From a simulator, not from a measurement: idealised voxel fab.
The document below concerns the process module designated voxel transistor to metal.
The cross-section on display is named cut; it measures 160 nm wide, and its cells are 5 nm squares.
The cross-sections in this document take the form of a grid made of square cells. They are written out as bands, in order from top to bottom. Each band consists of one or more rows of cells. Band: top height; bottom height; in nm. Then, left to right: material with width in nm, for each material. "all across": a single material spanning edge to edge. "blank": empty space. It should be noted that heights are counted from 0, beneath which the wafer as supplied is of one material throughout, and that the lowest band possesses no lower boundary but continues downward, as written in "top 0, no bottom". With a width like "30 to 40", each row of cells in the band differs from the next by the same amount, the top row carrying the first number and the bottom row the second. What does "nothing altered" mean for a step? It means no cell of the cross-section changed in that step. "Enclosed cavity list" - sealed voids, min. 8 cells, no opening to top; format: width x height at distance (distance from left edge; nm throughout). Step line, after settings: the simulator's comment on this step. overlay nm: right-of-plan distance of the mask on a masked step; negative values mean left-of-plan. In what follows, pairs of cross-sections are presented, each taken before and after one process step, with the after cross-section shown only down to the lowest band that was altered; the step, together with its settings, is stated below the pair. The pairs may stem from different runs of this module on the same starting wafer; accordingly, a pair should be taken as continuing from the one above it solely where its entry headed "Before the process" indicates as much.
**Before the process**
    top 60, bottom 50: SiO2 all across
    top 50, bottom 45: 20 nm SiO2, 30 nm SiN, 60 nm SiO2, 30 nm SiN, 20 nm SiO2
    top 45, bottom 25: 20 nm SiO2, 5 nm SiN, 20 nm W, 5 nm SiN, 60 nm SiO2, 5 nm SiN, 20 nm W, 5 nm SiN, 20 nm SiO2
    top 25, bottom 20: 25 nm SiN, 20 nm TiN, 70 nm SiN, 20 nm TiN, 25 nm SiN
    top 20, bottom 15: 25 nm SiO2, 5 nm TiN, 10 nm W, 5 nm TiN, 70 nm SiO2, 5 nm TiN, 10 nm W, 5 nm TiN, 25 nm SiO2
    top 15, bottom 10: 25 nm SiO2, 20 nm TiN, 70 nm SiO2, 20 nm TiN, 25 nm SiO2
    top 10, bottom 5: 25 nm SiO2, 10 nm TiN, 20 nm SiGe, 5 nm SiN, 5 nm HfO2, 5 nm TiN, 20 nm W, 5 nm TiN, 5 nm HfO2, 5 nm SiN, 20 nm SiGe, 10 nm TiN, 25 nm SiO2
    top 5, bottom 0: 20 nm SiO2, 5 nm SiN, 10 nm TiN, 20 nm SiGe, 5 nm SiN, 5 nm HfO2, 5 nm TiN, 20 nm W, 5 nm TiN, 5 nm HfO2, 5 nm SiN, 20 nm SiGe, 10 nm TiN, 5 nm SiN, 20 nm SiO2
    top 0, bottom -5: 20 nm SiO2, 5 nm SiN, 10 nm TiN, 20 nm SiGe, 5 nm SiN, 5 nm HfO2, 30 nm TiN, 5 nm HfO2, 5 nm SiN, 20 nm SiGe, 10 nm TiN, 5 nm SiN, 20 nm SiO2
    top -5, bottom -10: 25 nm SiO2, 30 nm SiGe, 5 nm SiO2, 40 nm HfO2, 5 nm SiO2, 30 nm SiGe, 25 nm SiO2
    top -10, bottom -25: 25 nm SiO2, 30 nm SiGe, 50 nm Si, 30 nm SiGe, 25 nm SiO2
    top -25, bottom -45: 25 nm SiO2, 110 nm Si, 25 nm SiO2
    top -45, no bottom: Si all across
    Enclosed cavity list: none
**Resulting Structure**
    top 40, bottom 25: 20 nm SiO2, 5 nm SiN, 20 nm W, 5 nm SiN, 60 nm SiO2, 5 nm SiN, 20 nm W, 5 nm SiN, 20 nm SiO2
    Nothing below the height 25 has changed.
    Enclosed cavity list: none
Which process step falls between the two cross-sections above? op CMP | height nm 40
Before the process: it's just the after picture from the pair right above this one.
**Resulting Structure**
    top 45, bottom 40: SiCN all across
    Nothing below the height 40 has changed.
    Enclosed cavity list: none
Which process step falls between the two cross-sections above? op CONFORMAL_DEP | material SiCN | thk nm 5
Before the process: it's just the after picture from the pair right above this one.
**Resulting Structure**
    top 80, bottom 45: SiO2 all across
    Nothing below the height 45 has changed.
    Enclosed cavity list: none
Which process step falls between the two cross-sections above? op DIRECTIONAL_DEP | material SiO2 | thk nm 35
Before the process: it's just the after picture from the pair right above this one.
**Resulting Structure**
    top 100, bottom 80: 25 nm resist, 15 nm blank, 75 nm resist, 15 nm blank, 30 nm resist
    Nothing below the height 80 has changed.
    Enclosed cavity list: none
Which process step falls between the two cross-sections above? op PATTERN | tone open | mask id METAL_2_HOLES | material resist | width nm 15 | pitch nm 90 | thk nm 20 | overlay nm 0
Before the process: it's just the after picture from the pair right above this one.
**Resulting Structure**
    top 100, bottom 80: 25 nm resist, 15 nm blank, 75 nm resist, 15 nm blank, 30 nm resist
    top 80, bottom 45: 25 nm SiO2, 15 nm blank, 75 nm SiO2, 15 nm blank, 30 nm SiO2
    Nothing below the height 45 has changed.
    Enclosed cavity list: none
Which process step falls between the two cross-sections above? op DIRECTIONAL_ETCH | etch materials SiO2 | depth nm 35
Before the process: it's just the after picture from the pair right above this one.
**Resulting Structure**
    top 80, bottom 45: 25 nm SiO2, 15 nm blank, 75 nm SiO2, 15 nm blank, 30 nm SiO2
    Nothing below the height 45 has changed.
    Enclosed cavity list: none
Which process step falls between the two cross-sections above? op STRIP | etch materials resist
Before the process: it's just the after picture from the pair right above this one.
**Resulting Structure**
    top 95, bottom 80: 25 nm resist, 20 nm blank, 70 nm resist, 20 nm blank, 25 nm resist
    Nothing below the height 80 has changed.
    Enclosed cavity list: none
Which process step falls between the two cross-sections above? op PATTERN | tone open | mask id METAL_2 | material resist | width nm 20 | pitch nm 90 | thk nm 15 | overlay nm 0
Before the process: it's just the after picture from the pair right above this one.
**Resulting Structure**
    top 95, bottom 80: 25 nm resist, 20 nm blank, 70 nm resist, 20 nm blank, 25 nm resist
    top 80, bottom 60: 25 nm SiO2, 20 nm blank, 70 nm SiO2, 20 nm blank, 25 nm SiO2
    Nothing below the height 60 has changed.
    Enclosed cavity list: none
Which process step falls between the two cross-sections above? op DIRECTIONAL_ETCH | etch materials SiO2 | depth nm 20
Before the process: it's just the after picture from the pair right above this one.
**Resulting Structure**
    top 95, bottom 80: 25 nm resist, 20 nm blank, 70 nm resist, 20 nm blank, 25 nm resist
    top 80, bottom 60: 25 nm SiO2, 20 nm blank, 70 nm SiO2, 20 nm blank, 25 nm SiO2
    top 60, bottom 45: 25 nm SiO2, 15 nm blank, 75 nm SiO2, 15 nm blank, 30 nm SiO2
    top 45, bottom 40: 25 nm SiCN, 15 nm blank, 75 nm SiCN, 15 nm blank, 30 nm SiCN
    Nothing below the height 40 has changed.
    Enclosed cavity list: none
Which process step falls between the two cross-sections above? op DIRECTIONAL_ETCH | etch materials SiCN | depth nm 5
Before the process: it's just the after picture from the pair right above this one.
**Resulting Structure**
    top 80, bottom 60: 25 nm SiO2, 20 nm blank, 70 nm SiO2, 20 nm blank, 25 nm SiO2
    Nothing below the height 60 has changed.
    Enclosed cavity list: none
Which process step falls between the two cross-sections above? op STRIP | etch materials resist
Before the process: it's just the after picture from the pair right above this one.
**Resulting Structure**
    top 85, bottom 80: 30 nm TiN, 10 nm blank, 80 nm TiN, 10 nm blank, 30 nm TiN
    top 80, bottom 65: 25 nm SiO2, 5 nm TiN, 10 nm blank, 5 nm TiN, 70 nm SiO2, 5 nm TiN, 10 nm blank, 5 nm TiN, 25 nm SiO2
    top 65, bottom 60: 25 nm SiO2, 5 nm TiN, 5 nm blank, 10 nm TiN, 70 nm SiO2, 5 nm TiN, 5 nm blank, 10 nm TiN, 25 nm SiO2
    top 60, bottom 45: 25 nm SiO2, 5 nm TiN, 5 nm blank, 5 nm TiN, 75 nm SiO2, 5 nm TiN, 5 nm blank, 5 nm TiN, 30 nm SiO2
    top 45, bottom 40: 25 nm SiCN, 15 nm TiN, 75 nm SiCN, 15 nm TiN, 30 nm SiCN
    Nothing below the height 40 has changed.
    Enclosed cavity list: none
Which process step falls between the two cross-sections above? op CONFORMAL_DEP | material TiN | thk nm 5
Before the process: it's just the after picture from the pair right above this one.
**Resulting Structure**
    top 95, bottom 85: Cu all across
    top 85, bottom 80: 30 nm TiN, 10 nm Cu, 80 nm TiN, 10 nm Cu, 30 nm TiN
    top 80, bottom 65: 25 nm SiO2, 5 nm TiN, 10 nm Cu, 5 nm TiN, 70 nm SiO2, 5 nm TiN, 10 nm Cu, 5 nm TiN, 25 nm SiO2
    top 65, bottom 60: 25 nm SiO2, 5 nm TiN, 5 nm Cu, 10 nm TiN, 70 nm SiO2, 5 nm TiN, 5 nm Cu, 10 nm TiN, 25 nm SiO2
    top 60, bottom 45: 25 nm SiO2, 5 nm TiN, 5 nm Cu, 5 nm TiN, 75 nm SiO2, 5 nm TiN, 5 nm Cu, 5 nm TiN, 30 nm SiO2
    Nothing below the height 45 has changed.
    Enclosed cavity list: none
Which process step falls between the two cross-sections above? op FILL_DEP | material Cu | thk nm 10
Before the process: it's just the after picture from the pair right above this one.
**Resulting Structure**
    top 85, bottom 80: 30 nm TiN, 10 nm Cu, 80 nm TiN, 10 nm Cu, 30 nm TiN
    Nothing below the height 80 has changed.
    Enclosed cavity list: none
Which process step falls between the two cross-sections above? op CMP | height nm 85
Before the process: it's just the after picture from the pair right above this one.
**Resulting Structure**
    top 90, bottom 85: SiCN all across
    Nothing below the height 85 has changed.
    Enclosed cavity list: none
Which process step falls between the two cross-sections above? op CONFORMAL_DEP | material SiCN | thk nm 5
**Before the process**
    top 45, bottom 25: W all across
    top 25, bottom 20: TiN all across
    top 20, bottom 15: 25 nm SiO2, 5 nm TiN, 10 nm W, 5 nm TiN, 70 nm SiO2, 5 nm TiN, 10 nm W, 5 nm TiN, 25 nm SiO2
    top 15, bottom 10: 25 nm SiO2, 20 nm TiN, 70 nm SiO2, 20 nm TiN, 25 nm SiO2
    top 10, bottom 5: 25 nm SiO2, 10 nm TiN, 20 nm SiGe, 5 nm SiN, 5 nm HfO2, 5 nm TiN, 20 nm W, 5 nm TiN, 5 nm HfO2, 5 nm SiN, 20 nm SiGe, 10 nm TiN, 25 nm SiO2
    top 5, bottom 0: 20 nm SiO2, 5 nm SiN, 10 nm TiN, 20 nm SiGe, 5 nm SiN, 5 nm HfO2, 5 nm TiN, 20 nm W, 5 nm TiN, 5 nm HfO2, 5 nm SiN, 20 nm SiGe, 10 nm TiN, 5 nm SiN, 20 nm SiO2
    top 0, bottom -5: 20 nm SiO2, 5 nm SiN, 10 nm TiN, 20 nm SiGe, 5 nm SiN, 5 nm HfO2, 30 nm TiN, 5 nm HfO2, 5 nm SiN, 20 nm SiGe, 10 nm TiN, 5 nm SiN, 20 nm SiO2
    top -5, bottom -10: 25 nm SiO2, 30 nm SiGe, 5 nm SiO2, 40 nm HfO2, 5 nm SiO2, 30 nm SiGe, 25 nm SiO2
    top -10, bottom -25: 25 nm SiO2, 30 nm SiGe, 50 nm Si, 30 nm SiGe, 25 nm SiO2
    top -25, bottom -45: 25 nm SiO2, 110 nm Si, 25 nm SiO2
    top -45, no bottom: Si all across
    Enclosed cavity list: none
**Resulting Structure**
    top 65, bottom 45: 25 nm blank, 25 nm resist, 65 nm blank, 25 nm resist, 20 nm blank
    Nothing below the height 45 has changed.
    Enclosed cavity list: none
Which process step falls between the two cross-sections above? op PATTERN | tone cover | mask id METAL_1 | material resist | width nm 25 | pitch nm 90 | thk nm 20 | overlay nm 0
Before the process: it's just the after picture from the pair right above this one.
**Resulting Structure**
    top 65, bottom 45: 25 nm blank, 25 nm resist, 65 nm blank, 25 nm resist, 20 nm blank
    top 45, bottom 25: 25 nm blank, 25 nm W, 65 nm blank, 25 nm W, 20 nm blank
    Nothing below the height 25 has changed.
    Enclosed cavity list: none
Which process step falls between the two cross-sections above? op DIRECTIONAL_ETCH | etch materials W | depth nm 20
Before the process: it's just the after picture from the pair right above this one.
**Resulting Structure**
    top 65, bottom 45: 25 nm blank, 25 nm resist, 65 nm blank, 25 nm resist, 20 nm blank
    top 45, bottom 25: 25 nm blank, 25 nm W, 65 nm blank, 25 nm W, 20 nm blank
    top 25, bottom 20: 25 nm blank, 25 nm TiN, 65 nm blank, 25 nm TiN, 20 nm blank
    Nothing below the height 20 has changed.
    Enclosed cavity list: none
Which process step falls between the two cross-sections above? op DIRECTIONAL_ETCH | etch materials TiN | depth nm 5
Before the process: it's just the after picture from the pair right above this one.
**Resulting Structure**
    top 45, bottom 25: 25 nm blank, 25 nm W, 65 nm blank, 25 nm W, 20 nm blank
    Nothing below the height 25 has changed.
    Enclosed cavity list: none
Which process step falls between the two cross-sections above? op STRIP | etch materials resist
Before the process: it's just the after picture from the pair right above this one.
**Resulting Structure**
    top 50, bottom 45: 20 nm blank, 35 nm SiN, 55 nm blank, 35 nm SiN, 15 nm blank
    top 45, bottom 25: 20 nm blank, 5 nm SiN, 25 nm W, 5 nm SiN, 55 nm blank, 5 nm SiN, 25 nm W, 5 nm SiN, 15 nm blank
    top 25, bottom 20: 25 nm SiN, 25 nm TiN, 65 nm SiN, 25 nm TiN, 20 nm SiN
    Nothing below the height 20 has changed.
    Enclosed cavity list: none
Which process step falls between the two cross-sections above? op CONFORMAL_DEP | material SiN | thk nm 5
Before the process: it's just the after picture from the pair right above this one.
**Resulting Structure**
    top 60, bottom 50: SiO2 all across
    top 50, bottom 45: 20 nm SiO2, 35 nm SiN, 55 nm SiO2, 35 nm SiN, 15 nm SiO2
    top 45, bottom 25: 20 nm SiO2, 5 nm SiN, 25 nm W, 5 nm SiN, 55 nm SiO2, 5 nm SiN, 25 nm W, 5 nm SiN, 15 nm SiO2
    Nothing below the height 25 has changed.
    Enclosed cavity list: none
Which process step falls between the two cross-sections above? op FILL_DEP | material SiO2 | thk nm 10
Before the process: it's just the after picture from the pair right above this one.
**Resulting Structure**
    top 45, bottom 25: 20 nm SiO2, 5 nm SiN, 25 nm W, 5 nm SiN, 55 nm SiO2, 5 nm SiN, 25 nm W, 5 nm SiN, 15 nm SiO2
    Nothing below the height 25 has changed.
    Enclosed cavity list: none
Which process step falls between the two cross-sections above? op CMP | height nm 45
Before the process: it's just the after picture from the pair right above this one.
**Resulting Structure**
    top 50, bottom 45: SiCN all across
    Nothing below the height 45 has changed.
    Enclosed cavity list: none
Which process step falls between the two cross-sections above? op CONFORMAL_DEP | material SiCN | thk nm 5
Before the process: it's just the after picture from the pair right above this one.
**Resulting Structure**
    top 85, bottom 50: SiO2 all across
    Nothing below the height 50 has changed.
    Enclosed cavity list: none
Which process step falls between the two cross-sections above? op DIRECTIONAL_DEP | material SiO2 | thk nm 35
Before the process: it's just the after picture from the pair right above this one.
**Resulting Structure**
    top 105, bottom 85: 25 nm resist, 15 nm blank, 75 nm resist, 15 nm blank, 30 nm resist
    Nothing below the height 85 has changed.
    Enclosed cavity list: none
Which process step falls between the two cross-sections above? op PATTERN | tone open | mask id METAL_2_HOLES | material resist | width nm 15 | pitch nm 90 | thk nm 20 | overlay nm 0
Before the process: it's just the after picture from the pair right above this one.
**Resulting Structure**
    top 105, bottom 85: 25 nm resist, 15 nm blank, 75 nm resist, 15 nm blank, 30 nm resist
    top 85, bottom 50: 25 nm SiO2, 15 nm blank, 75 nm SiO2, 15 nm blank, 30 nm SiO2
    Nothing below the height 50 has changed.
    Enclosed cavity list: none
Which process step falls between the two cross-sections above? op DIRECTIONAL_ETCH | etch materials SiO2 | depth nm 35
Before the process: it's just the after picture from the pair right above this one.
**Resulting Structure**
    top 85, bottom 50: 25 nm SiO2, 15 nm blank, 75 nm SiO2, 15 nm blank, 30 nm SiO2
    Nothing below the height 50 has changed.
    Enclosed cavity list: none
Which process step falls between the two cross-sections above? op STRIP | etch materials resist
Before the process: it's just the after picture from the pair right above this one.
**Resulting Structure**
    top 100, bottom 85: 25 nm resist, 20 nm blank, 70 nm resist, 20 nm blank, 25 nm resist
    Nothing below the height 85 has changed.
    Enclosed cavity list: none
Which process step falls between the two cross-sections above? op PATTERN | tone open | mask id METAL_2 | material resist | width nm 20 | pitch nm 90 | thk nm 15 | overlay nm 0
Before the process: it's just the after picture from the pair right above this one.
**Resulting Structure**
    top 100, bottom 85: 25 nm resist, 20 nm blank, 70 nm resist, 20 nm blank, 25 nm resist
    top 85, bottom 65: 25 nm SiO2, 20 nm blank, 70 nm SiO2, 20 nm blank, 25 nm SiO2
    Nothing below the height 65 has changed.
    Enclosed cavity list: none
Which process step falls between the two cross-sections above? op DIRECTIONAL_ETCH | etch materials SiO2 | depth nm 20
Before the process: it's just the after picture from the pair right above this one.
**Resulting Structure**
    top 100, bottom 85: 25 nm resist, 20 nm blank, 70 nm resist, 20 nm blank, 25 nm resist
    top 85, bottom 65: 25 nm SiO2, 20 nm blank, 70 nm SiO2, 20 nm blank, 25 nm SiO2
    top 65, bottom 50: 25 nm SiO2, 15 nm blank, 75 nm SiO2, 15 nm blank, 30 nm SiO2
    top 50, bottom 45: 25 nm SiCN, 15 nm blank, 75 nm SiCN, 15 nm blank, 30 nm SiCN
    Nothing below the height 45 has changed.
    Enclosed cavity list: none
Which process step falls between the two cross-sections above? op DIRECTIONAL_ETCH | etch materials SiCN | depth nm 5
Before the process: it's just the after picture from the pair right above this one.
**Resulting Structure**
    top 85, bottom 65: 25 nm SiO2, 20 nm blank, 70 nm SiO2, 20 nm blank, 25 nm SiO2
    Nothing below the height 65 has changed.
    Enclosed cavity list: none
Which process step falls between the two cross-sections above? op STRIP | etch materials resist
Before the process: it's just the after picture from the pair right above this one.
**Resulting Structure**
    top 90, bottom 85: 30 nm TiN, 10 nm blank, 80 nm TiN, 10 nm blank, 30 nm TiN
    top 85, bottom 70: 25 nm SiO2, 5 nm TiN, 10 nm blank, 5 nm TiN, 70 nm SiO2, 5 nm TiN, 10 nm blank, 5 nm TiN, 25 nm SiO2
    top 70, bottom 65: 25 nm SiO2, 5 nm TiN, 5 nm blank, 10 nm TiN, 70 nm SiO2, 5 nm TiN, 5 nm blank, 10 nm TiN, 25 nm SiO2
    top 65, bottom 50: 25 nm SiO2, 5 nm TiN, 5 nm blank, 5 nm TiN, 75 nm SiO2, 5 nm TiN, 5 nm blank, 5 nm TiN, 30 nm SiO2
    top 50, bottom 45: 25 nm SiCN, 15 nm TiN, 75 nm SiCN, 15 nm TiN, 30 nm SiCN
    Nothing below the height 45 has changed.
    Enclosed cavity list: none
Which process step falls between the two cross-sections above? op CONFORMAL_DEP | material TiN | thk nm 5
Before the process: it's just the after picture from the pair right above this one.
**Resulting Structure**
    top 100, bottom 90: Cu all across
    top 90, bottom 85: 30 nm TiN, 10 nm Cu, 80 nm TiN, 10 nm Cu, 30 nm TiN
    top 85, bottom 70: 25 nm SiO2, 5 nm TiN, 10 nm Cu, 5 nm TiN, 70 nm SiO2, 5 nm TiN, 10 nm Cu, 5 nm TiN, 25 nm SiO2
    top 70, bottom 65: 25 nm SiO2, 5 nm TiN, 5 nm Cu, 10 nm TiN, 70 nm SiO2, 5 nm TiN, 5 nm Cu, 10 nm TiN, 25 nm SiO2
    top 65, bottom 50: 25 nm SiO2, 5 nm TiN, 5 nm Cu, 5 nm TiN, 75 nm SiO2, 5 nm TiN, 5 nm Cu, 5 nm TiN, 30 nm SiO2
    Nothing below the height 50 has changed.
    Enclosed cavity list: none
Which process step falls between the two cross-sections above? op FILL_DEP | material Cu | thk nm 10
Before the process: it's just the after picture from the pair right above this one.
**Resulting Structure**
    top 85, bottom 70: 25 nm SiO2, 5 nm TiN, 10 nm Cu, 5 nm TiN, 70 nm SiO2, 5 nm TiN, 10 nm Cu, 5 nm TiN, 25 nm SiO2
    Nothing below the height 70 has changed.
    Enclosed cavity list: none
Which process step falls between the two cross-sections above? op CMP | height nm 85
Before the process: it's just the after picture from the pair right above this one.
**Resulting Structure**
    top 90, bottom 85: SiCN all across
    Nothing below the height 85 has changed.
    Enclosed cavity list: none
Which process step falls between the two cross-sections above? op CONFORMAL_DEP | material SiCN | thk nm 5
**Before the process**
    top 85, bottom 50: 25 nm SiO2, 15 nm blank, 75 nm SiO2, 15 nm blank, 30 nm SiO2
    top 50, bottom 45: SiCN all across
    top 45, bottom 25: 20 nm SiO2, 5 nm SiN, 20 nm W, 5 nm SiN, 60 nm SiO2, 5 nm SiN, 20 nm W, 5 nm SiN, 20 nm SiO2
    top 25, bottom 20: 25 nm SiN, 20 nm TiN, 70 nm SiN, 20 nm TiN, 25 nm SiN
    top 20, bottom 15: 25 nm SiO2, 5 nm TiN, 10 nm W, 5 nm TiN, 70 nm SiO2, 5 nm TiN, 10 nm W, 5 nm TiN, 25 nm SiO2
    top 15, bottom 10: 25 nm SiO2, 20 nm TiN, 70 nm SiO2, 20 nm TiN, 25 nm SiO2
    top 10, bottom 5: 25 nm SiO2, 10 nm TiN, 20 nm SiGe, 5 nm SiN, 5 nm HfO2, 5 nm TiN, 20 nm W, 5 nm TiN, 5 nm HfO2, 5 nm SiN, 20 nm SiGe, 10 nm TiN, 25 nm SiO2
    top 5, bottom 0: 20 nm SiO2, 5 nm SiN, 10 nm TiN, 20 nm SiGe, 5 nm SiN, 5 nm HfO2, 5 nm TiN, 20 nm W, 5 nm TiN, 5 nm HfO2, 5 nm SiN, 20 nm SiGe, 10 nm TiN, 5 nm SiN, 20 nm SiO2
    top 0, bottom -5: 20 nm SiO2, 5 nm SiN, 10 nm TiN, 20 nm SiGe, 5 nm SiN, 5 nm HfO2, 30 nm TiN, 5 nm HfO2, 5 nm SiN, 20 nm SiGe, 10 nm TiN, 5 nm SiN, 20 nm SiO2
    top -5, bottom -10: 25 nm SiO2, 30 nm SiGe, 5 nm SiO2, 40 nm HfO2, 5 nm SiO2, 30 nm SiGe, 25 nm SiO2
    top -10, bottom -25: 25 nm SiO2, 30 nm SiGe, 50 nm Si, 30 nm SiGe, 25 nm SiO2
    top -25, bottom -45: 25 nm SiO2, 110 nm Si, 25 nm SiO2
    top -45, no bottom: Si all across
    Enclosed cavity list: none
**Resulting Structure**
    top 100, bottom 85: 20 nm resist, 20 nm blank, 70 nm resist, 20 nm blank, 30 nm resist
    Nothing below the height 85 has changed.
    Enclosed cavity list: none
Which process step falls between the two cross-sections above? op PATTERN | tone open | mask id METAL_2 | material resist | width nm 20 | pitch nm 90 | thk nm 15 | overlay nm -5
Before the process: it's just the after picture from the pair right above this one.
**Resulting Structure**
    top 100, bottom 85: 20 nm resist, 20 nm blank, 70 nm resist, 20 nm blank, 30 nm resist
    top 85, bottom 65: 20 nm SiO2, 20 nm blank, 70 nm SiO2, 20 nm blank, 30 nm SiO2
    Nothing below the height 65 has changed.
    Enclosed cavity list: none
Which process step falls between the two cross-sections above? op DIRECTIONAL_ETCH | etch materials SiO2 | depth nm 20
Before the process: it's just the after picture from the pair right above this one.
**Resulting Structure**
    top 100, bottom 85: 20 nm resist, 20 nm blank, 70 nm resist, 20 nm blank, 30 nm resist
    top 85, bottom 65: 20 nm SiO2, 20 nm blank, 70 nm SiO2, 20 nm blank, 30 nm SiO2
    top 65, bottom 50: 25 nm SiO2, 15 nm blank, 75 nm SiO2, 15 nm blank, 30 nm SiO2
    top 50, bottom 45: 25 nm SiCN, 15 nm blank, 75 nm SiCN, 15 nm blank, 30 nm SiCN
    Nothing below the height 45 has changed.
    Enclosed cavity list: none
Which process step falls between the two cross-sections above? op DIRECTIONAL_ETCH | etch materials SiCN | depth nm 5
Before the process: it's just the after picture from the pair right above this one.
**Resulting Structure**
    top 85, bottom 65: 20 nm SiO2, 20 nm blank, 70 nm SiO2, 20 nm blank, 30 nm SiO2
    Nothing below the height 65 has changed.
    Enclosed cavity list: none
Which process step falls between the two cross-sections above? op STRIP | etch materials resist
Before the process: it's just the after picture from the pair right above this one.
**Resulting Structure**
    top 90, bottom 85: 25 nm TiN, 10 nm blank, 80 nm TiN, 10 nm blank, 35 nm TiN
    top 85, bottom 70: 20 nm SiO2, 5 nm TiN, 10 nm blank, 5 nm TiN, 70 nm SiO2, 5 nm TiN, 10 nm blank, 5 nm TiN, 30 nm SiO2
    top 70, bottom 65: 20 nm SiO2, 10 nm TiN, 5 nm blank, 5 nm TiN, 70 nm SiO2, 10 nm TiN, 5 nm blank, 5 nm TiN, 30 nm SiO2
    top 65, bottom 50: 25 nm SiO2, 5 nm TiN, 5 nm blank, 5 nm TiN, 75 nm SiO2, 5 nm TiN, 5 nm blank, 5 nm TiN, 30 nm SiO2
    top 50, bottom 45: 25 nm SiCN, 15 nm TiN, 75 nm SiCN, 15 nm TiN, 30 nm SiCN
    Nothing below the height 45 has changed.
    Enclosed cavity list: none
Which process step falls between the two cross-sections above? op CONFORMAL_DEP | material TiN | thk nm 5
Before the process: it's just the after picture from the pair right above this one.
**Resulting Structure**
    top 100, bottom 90: Cu all across
    top 90, bottom 85: 25 nm TiN, 10 nm Cu, 80 nm TiN, 10 nm Cu, 35 nm TiN
    top 85, bottom 70: 20 nm SiO2, 5 nm TiN, 10 nm Cu, 5 nm TiN, 70 nm SiO2, 5 nm TiN, 10 nm Cu, 5 nm TiN, 30 nm SiO2
    top 70, bottom 65: 20 nm SiO2, 10 nm TiN, 5 nm Cu, 5 nm TiN, 70 nm SiO2, 10 nm TiN, 5 nm Cu, 5 nm TiN, 30 nm SiO2
    top 65, bottom 50: 25 nm SiO2, 5 nm TiN, 5 nm Cu, 5 nm TiN, 75 nm SiO2, 5 nm TiN, 5 nm Cu, 5 nm TiN, 30 nm SiO2
    Nothing below the height 50 has changed.
    Enclosed cavity list: none
Which process step falls between the two cross-sections above? op FILL_DEP | material Cu | thk nm 10
Before the process: it's just the after picture from the pair right above this one.
**Resulting Structure**
    top 85, bottom 70: 20 nm SiO2, 5 nm TiN, 10 nm Cu, 5 nm TiN, 70 nm SiO2, 5 nm TiN, 10 nm Cu, 5 nm TiN, 30 nm SiO2
    Nothing below the height 70 has changed.
    Enclosed cavity list: none
Which process step falls between the two cross-sections above? op CMP | height nm 85
Before the process: it's just the after picture from the pair right above this one.
**Resulting Structure**
    top 90, bottom 85: SiCN all across
    Nothing below the height 85 has changed.
    Enclosed cavity list: none
Which process step falls between the two cross-sections above? op CONFORMAL_DEP | material SiCN | thk nm 5
**Before the process**
    top 85, bottom 70: 25 nm SiO2, 5 nm TiN, 10 nm Cu, 5 nm TiN, 70 nm SiO2, 5 nm TiN, 10 nm Cu, 5 nm TiN, 25 nm SiO2
    top 70, bottom 65: 25 nm SiO2, 5 nm TiN, 5 nm Cu, 10 nm TiN, 70 nm SiO2, 5 nm TiN, 5 nm Cu, 10 nm TiN, 25 nm SiO2
    top 65, bottom 50: 25 nm SiO2, 5 nm TiN, 5 nm Cu, 5 nm TiN, 75 nm SiO2, 5 nm TiN, 5 nm Cu, 5 nm TiN, 30 nm SiO2
    top 50, bottom 45: 25 nm SiCN, 15 nm TiN, 75 nm SiCN, 15 nm TiN, 30 nm SiCN
    top 45, bottom 25: 20 nm SiO2, 5 nm SiN, 20 nm W, 5 nm SiN, 60 nm SiO2, 5 nm SiN, 20 nm W, 5 nm SiN, 20 nm SiO2
    top 25, bottom 20: 25 nm SiN, 20 nm TiN, 70 nm SiN, 20 nm TiN, 25 nm SiN
    top 20, bottom 15: 25 nm SiO2, 5 nm TiN, 10 nm W, 5 nm TiN, 70 nm SiO2, 5 nm TiN, 10 nm W, 5 nm TiN, 25 nm SiO2
    top 15, bottom 10: 25 nm SiO2, 20 nm TiN, 70 nm SiO2, 20 nm TiN, 25 nm SiO2
    top 10, bottom 5: 25 nm SiO2, 10 nm TiN, 20 nm SiGe, 5 nm SiN, 5 nm HfO2, 5 nm TiN, 20 nm W, 5 nm TiN, 5 nm HfO2, 5 nm SiN, 20 nm SiGe, 10 nm TiN, 25 nm SiO2
    top 5, bottom 0: 20 nm SiO2, 5 nm SiN, 10 nm TiN, 20 nm SiGe, 5 nm SiN, 5 nm HfO2, 5 nm TiN, 20 nm W, 5 nm TiN, 5 nm HfO2, 5 nm SiN, 20 nm SiGe, 10 nm TiN, 5 nm SiN, 20 nm SiO2
    top 0, bottom -5: 20 nm SiO2, 5 nm SiN, 10 nm TiN, 20 nm SiGe, 5 nm SiN, 5 nm HfO2, 30 nm TiN, 5 nm HfO2, 5 nm SiN, 20 nm SiGe, 10 nm TiN, 5 nm SiN, 20 nm SiO2
    top -5, bottom -10: 25 nm SiO2, 30 nm SiGe, 5 nm SiO2, 40 nm HfO2, 5 nm SiO2, 30 nm SiGe, 25 nm SiO2
    top -10, bottom -25: 25 nm SiO2, 30 nm SiGe, 50 nm Si, 30 nm SiGe, 25 nm SiO2
    top -25, bottom -45: 25 nm SiO2, 110 nm Si, 25 nm SiO2
    top -45, no bottom: Si all across
    Enclosed cavity list: none
**Resulting Structure**
    top 90, bottom 85: SiO2 all across
    Nothing below the height 85 has changed.
    Enclosed cavity list: none
Which process step falls between the two cross-sections above? op CONFORMAL_DEP | material SiO2 | thk nm 5
**Before the process**
    top 15, bottom 0: SiN all across
    top 0, bottom -5: SiO2 all across
    top -5, no bottom: Si all across
    Enclosed cavity list: none
**Resulting Structure**
    top 30, bottom 15: 20 nm resist, 120 nm blank, 20 nm resist
    Nothing below the height 15 has changed.
    Enclosed cavity list: none
Which process step falls between the two cross-sections above? op PATTERN | tone open | mask id ACTIVE | material resist | width nm 120 | thk nm 15 | overlay nm 0
Before the process: it's just the after picture from the pair right above this one.
**Resulting Structure**
    top 30, bottom 15: 20 nm resist, 120 nm blank, 20 nm resist
    top 15, bottom 0: 20 nm SiN, 120 nm blank, 20 nm SiN
    Nothing below the height 0 has changed.
    Enclosed cavity list: none
Which process step falls between the two cross-sections above? op DIRECTIONAL_ETCH | etch materials SiN | depth nm 15
Before the process: it's just the after picture from the pair right above this one.
**Resulting Structure**
    top 30, bottom 15: 20 nm resist, 120 nm blank, 20 nm resist
    top 15, bottom 0: 20 nm SiN, 120 nm blank, 20 nm SiN
    top 0, bottom -5: 20 nm SiO2, 120 nm blank, 20 nm SiO2
    Nothing below the height -5 has changed.
    Enclosed cavity list: none
Which process step falls between the two cross-sections above? op DIRECTIONAL_ETCH | etch materials SiO2 | depth nm 5
Before the process: it's just the after picture from the pair right above this one.
**Resulting Structure**
    top 30, bottom 15: 20 nm resist, 120 nm blank, 20 nm resist
    top 15, bottom 0: 20 nm SiN, 120 nm blank, 20 nm SiN
    top 0, bottom -5: 20 nm SiO2, 120 nm blank, 20 nm SiO2
    top -5, bottom -40: 20 nm Si, 120 nm blank, 20 nm Si
    Nothing below the height -40 has changed.
    Enclosed cavity list: none
Which process step falls between the two cross-sections above? op DIRECTIONAL_ETCH | etch materials Si | depth nm 35
